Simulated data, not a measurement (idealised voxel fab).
Herein follows the process module entitled voxel plated lines.
Cross-section cut spans 220 nm and uses square cells 5 nm in size.
Cross-sections here: square-cell grids, written as top-down lists of bands, a band being one or more rows of cells.
Read a band's entry like this: the first values are the height of its top and the height of its bottom in nm, and what follows is the sequence of materials from left to right, each with its width in nm. Note that "empty" is empty space, and that a single material marked "throughout" reaches across the band from edge to edge.
Heights are reckoned from 0. Under this level, the received wafer is all of one material. The bottommost band is open-ended downward, for example "z 0 and below".
A width given as "30..40" starts at the first number in the band's top row and ends at the second number in its bottom row, shifting by an equal amount at every step from row to row.
What does "all unchanged" mean for a step? It means no cell of the cross-section changed in that step.
Closed-off voids of 8+ cells (no open route to the top) go in "Closed cavity list", written width x height at distance from the left edge, in nm.
Read whatever lies past the settings on a step's line as the simulator's own remark about the step.
You can add "overlay nm" to a step's line. For a step with a mask, it describes how far the mask lay to the right of its planned position, and a negative number describes a lay to the left.

This section lists the process steps that were planned
1) RECEIVE, material Si
2) CONFORMAL_DEP, material SiN, thk nm 15
3) DIRECTIONAL_DEP, material TiN, thk nm 5
4) PATTERN, tone open, mask id LINES, material resist, width nm 15, pitch nm 35, thk nm 25, overlay nm 0
5) EPI, material Ru, thk nm 10
6) EPI, material Ru, thk nm 10
7) STRIP, etch materials resist
8) DIRECTIONAL_ETCH, etch materials TiN, depth nm 5
9) CONFORMAL_DEP, material SiCN, thk nm 10

Wafer at receipt (post step 1), cross-section
  z 0 and below = Si throughout
  Closed cavity list: none

The cross-section shown corresponds to the wafer at the conclusion of the module. The initial structure and the process plan are those presented above; however, one mistake occurred in executing the plan
  z 30 to 20 = SiCN throughout
  z 20 to 5 = SiN throughout
  z 5 to 0 = TiN throughout
  z 0 and below = Si throughout
  Closed cavity list: none
what went wrong: step 2 ran in the slot meant for step 3, and vice versa
